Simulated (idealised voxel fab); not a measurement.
The following process module bears the name voxel local oxidation.
Cross-section cut spans 230 nm and uses square cells 5 nm in size.
Cross-section layout: square cells on a grid; listed as bands, top to bottom; a band spans one or more cell rows. For a band, the entry starts with two heights in nm, that of the top and then that of the bottom, and carries on with the band's materials in order from left to right, each alongside its width in nm; the word "all across" beside a single material means it fills the band edge to edge, and "air" means empty space. A quick word on heights: they are counted from 0, and under that level the wafer as it came to us is one material throughout. The lowest band is different from the rest in having no bottom; it simply continues downward, written as in "from 0 down". The width entry "30->40" should be interpreted row by row: the top row of cells in the band takes the first number, the bottom row takes the second number, and the change between adjacent rows is uniform throughout. The cross-section has no changed cell in any step marked "nothing was modified". This entry, "Fully sealed voids", enumerates those empty regions of no fewer than 8 cells that possess no open connection to the top. Each region is reported in the form width x height at distance, the distance being taken from the left edge, with all three quantities expressed in nm. On a step's line, text after the settings is the simulator commenting on that step. overlay nm: for a step with a mask, the amount by which the mask lay right of where it was planned; a negative amount means left of it.
**The process steps that were planned are listed below**
step 1: RECEIVE: material Si
step 2: CONFORMAL_DEP: material SiO2, thk nm 5
step 3: CONFORMAL_DEP: material SiN, thk nm 10
step 4: PATTERN: tone cover, mask id ACTIVE, material resist, width nm 110, thk nm 20, overlay nm -15
step 5: DIRECTIONAL_ETCH: etch materials SiN, depth nm 10
step 6: STRIP: etch materials resist
step 7: SELECTIVE_ETCH: etch materials SiO2, depth nm 5
step 8: OXIDIZE: depth nm 10
step 9: STRIP: etch materials SiN
The plan's step 4 overlay nm is the first wafer's value; the wafers differ in this setting and start identical.
**As-received cross-section, first of several wafers, post step 1**
* from 0 down  Si all across
* Fully sealed voids: none
**Wafer cross-section (first of several) - module end, post step 9 (last step)**
* from 5 to 0  50 of air  100 of SiO2  80 of air
* from 0 to -10  60 of SiO2  80 of Si  90 of SiO2
* from -10 down  Si all across
* Fully sealed voids: none
**Showing the last wafer in cross-section at the end of the module**
* from 5 to 0  80 of air  100 of SiO2  50 of air
* from 0 to -10  90 of SiO2  80 of Si  60 of SiO2
* from -10 down  Si all across
* Fully sealed voids: none
**Take any row and you have a wafer at the end of the module: how many cells of each material it has gained (+) or lost (-) since it was received, and then its closed voids**
overlay nm -15; -60 Si; +80 SiO2; Fully sealed voids: none
overlay nm -10; -60 Si; +80 SiO2; Fully sealed voids: none
overlay nm -5; -60 Si; +80 SiO2; Fully sealed voids: none
overlay nm 0; -60 Si; +80 SiO2; Fully sealed voids: none
overlay nm 5; -60 Si; +80 SiO2; Fully sealed voids: none
overlay nm 10; -60 Si; +80 SiO2; Fully sealed voids: none
overlay nm 15; -60 Si; +80 SiO2; Fully sealed voids: none
